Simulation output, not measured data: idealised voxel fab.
process module | voxel gate over fins
cross-section cut | 195 nm wide | cells 5 nm
A cross-section is a grid of square cells, given in bands from the top down. A band is one or more rows of cells.
Each band's line starts with the height of the band's top and of its bottom, in nm. Then come its materials from left to right, each with its width in nm. One material with "throughout" fills the band from edge to edge. "air" is empty space.
Height 0 is the level under which the wafer as received is all one material. The lowest band goes on downwards, as in "0 down".
A width such as "30 to 40" changes by the same amount from each row of cells to the next, from the band's top row to its bottom row.
"no change" after a step means that no cell of the cross-section changed.
closed voids: empty space of 8 cells or more with no open way to the top, each as width x height at its distance from the left edge, in nm
after a step's settings: what the simulator itself notes on the step
overlay nm, on a step with a mask: how far to the right of its planned place the mask lay; to the left if negative
Each pair below shows a cross-section before one step and the cross-section after it, down to the lowest band that changed. The line under each pair gives the step between them, with its settings. The pairs can come from different runs of this module on the same starting wafer, so a pair continues from the pair above only where its "before" says so.
before
  20 to 15: air 50 | TiN 85 | air 60
  15 to 10: air 50 | TiN 5 | TiAl 35 | TiN 5 | TiAl 35 | TiN 5 | air 60
  10 to 5: TiN 55 | TiAl 5 | TiN 25 | TiAl 5 | TiN 5 | TiAl 5 | TiN 25 | TiAl 5 | TiN 65
  5 to 0: TiAl 60 | TiN 5 | HfO2 15 | TiN 5 | TiAl 15 | TiN 5 | HfO2 15 | TiN 5 | TiAl 70
  0 to -5: TiN 65 | HfO2 5 | Si 5 | HfO2 5 | TiN 25 | HfO2 5 | Si 5 | HfO2 5 | TiN 75
  -5 to -10: HfO2 70 | Si 5 | HfO2 35 | Si 5 | HfO2 80
  -10 to -45: SiO2 70 | Si 5 | SiO2 35 | Si 5 | SiO2 80
  -45 down: Si throughout
  closed voids: none
after
  30 to 20: W throughout
  20 to 15: W 50 | TiN 85 | W 60
  15 to 10: W 50 | TiN 5 | TiAl 35 | TiN 5 | TiAl 35 | TiN 5 | W 60
  below 10: unchanged
  closed voids: none
the step between: op FILL_DEP | material W | thk nm 10
before: the cross-section after the pair above
after
  25 to 20: W throughout
  below 20: unchanged
  closed voids: none
the step between: op CMP | height nm 25
before: the cross-section after the pair above
after
  35 to 25: SiN throughout
  below 25: unchanged
  closed voids: none
the step between: op CONFORMAL_DEP | material SiN | thk nm 10
before
  5 to 0: air 70 | SiN 15 | air 25 | SiN 15 | air 70
  0 to -40: air 70 | SiO2 5 | Si 5 | SiO2 5 | air 25 | SiO2 5 | Si 5 | SiO2 5 | air 70
  -40 to -45: SiO2 75 | Si 5 | SiO2 35 | Si 5 | SiO2 75
  -45 down: Si throughout
  closed voids: none
after
  20 to 5: HfO2 throughout
  5 to 0: HfO2 70 | SiN 15 | HfO2 25 | SiN 15 | HfO2 70
  0 to -40: HfO2 70 | SiO2 5 | Si 5 | SiO2 5 | HfO2 25 | SiO2 5 | Si 5 | SiO2 5 | HfO2 70
  below -40: unchanged
  closed voids: none
the step between: op FILL_DEP | material HfO2 | thk nm 15
before: the cross-section after the pair above
after
  5 to 0: HfO2 70 | SiN 15 | HfO2 25 | SiN 15 | HfO2 70
  below 0: unchanged
  closed voids: none
the step between: op CMP | height nm 5
before: the cross-section after the pair above
after
  5 to 0: HfO2 70 | air 15 | HfO2 25 | air 15 | HfO2 70
  below 0: unchanged
  closed voids: none
the step between: op STRIP | etch materials SiN
before: the cross-section after the pair above
after
  10 to 5: HfO2 75 | air 5 | HfO2 35 | air 5 | HfO2 75
  5 to 0: HfO2 throughout
  below 0: unchanged
  closed voids: none
the step between: op CONFORMAL_DEP | material HfO2 | thk nm 5
before: the cross-section after the pair above
after
  15 to 10: TiN throughout
  10 to 5: HfO2 75 | TiN 5 | HfO2 35 | TiN 5 | HfO2 75
  below 5: unchanged
  closed voids: none
the step between: op CONFORMAL_DEP | material TiN | thk nm 5
before: the cross-section after the pair above
after
  20 to 15: TiAl throughout
  below 15: unchanged
  closed voids: none
the step between: op CONFORMAL_DEP | material TiAl | thk nm 5
before: the cross-section after the pair above
after
  25 to 20: TiN throughout
  below 20: unchanged
  closed voids: none
the step between: op CONFORMAL_DEP | material TiN | thk nm 5
before: the cross-section after the pair above
after
  35 to 25: W throughout
  below 25: unchanged
  closed voids: none
the step between: op FILL_DEP | material W | thk nm 10
before: the cross-section after the pair above
after
  25 to 20: TiN throughout
  below 20: unchanged
  closed voids: none
the step between: op CMP | height nm 25
before: the cross-section after the pair above
after
  35 to 25: SiN throughout
  below 25: unchanged
  closed voids: none
the step between: op CONFORMAL_DEP | material SiN | thk nm 10
before
  15 to 5: aC throughout
  5 to 0: SiN throughout
  0 down: Si throughout
  closed voids: none
after
  40 to 15: resist 70 | air 15 | resist 25 | air 15 | resist 70
  below 15: unchanged
  closed voids: none
the step between: op PATTERN | tone open | mask id FINS | material resist | width nm 15 | pitch nm 40 | thk nm 25 | overlay nm 0
before: the cross-section after the pair above
after
  30 to 15: resist 70 | air 15 | resist 25 | air 15 | resist 70
  15 to 5: aC 70 | air 15 | aC 25 | air 15 | aC 70
  below 5: unchanged
  closed voids: none
the step between: op DIRECTIONAL_ETCH | etch materials aC | depth nm 10
before: the cross-section after the pair above
after
  15 to 5: aC 70 | air 15 | aC 25 | air 15 | aC 70
  below 5: unchanged
  closed voids: none
the step between: op STRIP | etch materials resist
before: the cross-section after the pair above
after
  15 to 5: aC 70 | air 15 | aC 25 | air 15 | aC 70
  5 to 0: SiN 70 | air 15 | SiN 25 | air 15 | SiN 70
  below 0: unchanged
  closed voids: none
the step between: op DIRECTIONAL_ETCH | etch materials SiN | depth nm 5
before: the cross-section after the pair above
after
  15 to 5: aC 70 | air 15 | aC 25 | air 15 | aC 70
  5 to 0: SiN 70 | air 15 | SiN 25 | air 15 | SiN 70
  0 to -40: Si 70 | air 15 | Si 25 | air 15 | Si 70
  below -40: unchanged
  closed voids: none
the step between: op DIRECTIONAL_ETCH | etch materials Si | depth nm 40
before: the cross-section after the pair above
after
  5 to 0: SiN 70 | air 15 | SiN 25 | air 15 | SiN 70
  below 0: unchanged
  closed voids: none
the step between: op STRIP | etch materials aC
before: the cross-section after the pair above
after
  5 to 0: SiN 70 | air 15 | SiN 25 | air 15 | SiN 70
  0 to -40: Si 65 | SiO2 5 | air 15 | SiO2 5 | Si 15 | SiO2 5 | air 15 | SiO2 5 | Si 65
  -40 to -45: Si 65 | SiO2 25 | Si 15 | SiO2 25 | Si 65
  below -45: unchanged
  closed voids: none
the step between: op OXIDIZE | depth nm 5
before: the cross-section after the pair above
after
  20 to 5: SiO2 throughout
  5 to 0: SiN 70 | SiO2 15 | SiN 25 | SiO2 15 | SiN 70
  0 to -45: Si 65 | SiO2 25 | Si 15 | SiO2 25 | Si 65
  below -45: unchanged
  closed voids: none
the step between: op FILL_DEP | material SiO2 | thk nm 15
before: the cross-section after the pair above
after
  5 to 0: SiN 70 | SiO2 15 | SiN 25 | SiO2 15 | SiN 70
  below 0: unchanged
  closed voids: none
the step between: op CMP | height nm 5
before: the cross-section after the pair above
after
  5 to 0: SiN 70 | air 15 | SiN 25 | air 15 | SiN 70
  0 to -10: Si 65 | air 25 | Si 15 | air 25 | Si 65
  below -10: unchanged
  closed voids: none
the step between: op SELECTIVE_ETCH | etch materials SiO2 | depth nm 15
before: the cross-section after the pair above
after
  0 to -10: Si 65 | air 25 | Si 15 | air 25 | Si 65
  below -10: unchanged
  closed voids: none
the step between: op STRIP | etch materials SiN
before: the cross-section after the pair above
after
  5 to 0: HfO2 70 | air 15 | HfO2 25 | air 15 | HfO2 70
  0 to -5: Si 65 | HfO2 5 | air 15 | HfO2 5 | Si 15 | HfO2 5 | air 15 | HfO2 5 | Si 65
  -5 to -10: Si 65 | HfO2 25 | Si 15 | HfO2 25 | Si 65
  below -10: unchanged
  closed voids: none
the step between: op CONFORMAL_DEP | material HfO2 | thk nm 5
before: the cross-section after the pair above
after
  10 to 5: TiN 75 | air 5 | TiN 35 | air 5 | TiN 75
  5 to 0: HfO2 70 | TiN 5 | air 5 | TiN 5 | HfO2 25 | TiN 5 | air 5 | TiN 5 | HfO2 70
  0 to -5: Si 65 | HfO2 5 | TiN 15 | HfO2 5 | Si 15 | HfO2 5 | TiN 15 | HfO2 5 | Si 65
  below -5: unchanged
  closed voids: none
the step between: op CONFORMAL_DEP | material TiN | thk nm 5
before: the cross-section after the pair above
after
  15 to 10: TiAl throughout
  10 to 5: TiN 75 | TiAl 5 | TiN 35 | TiAl 5 | TiN 75
  5 to 0: HfO2 70 | TiN 5 | TiAl 5 | TiN 5 | HfO2 25 | TiN 5 | TiAl 5 | TiN 5 | HfO2 70
  below 0: unchanged
  closed voids: none
the step between: op CONFORMAL_DEP | material TiAl | thk nm 5
before: the cross-section after the pair above
after
  20 to 15: TiN throughout
  below 15: unchanged
  closed voids: none
the step between: op CONFORMAL_DEP | material TiN | thk nm 5
before: the cross-section after the pair above
after
  30 to 20: W throughout
  below 20: unchanged
  closed voids: none
the step between: op FILL_DEP | material W | thk nm 10
before: the cross-section after the pair above
after
  25 to 20: W throughout
  below 20: unchanged
  closed voids: none
the step between: op CMP | height nm 25
before: the cross-section after the pair above
after
  35 to 25: SiN throughout
  below 25: unchanged
  closed voids: none
the step between: op CONFORMAL_DEP | material SiN | thk nm 10
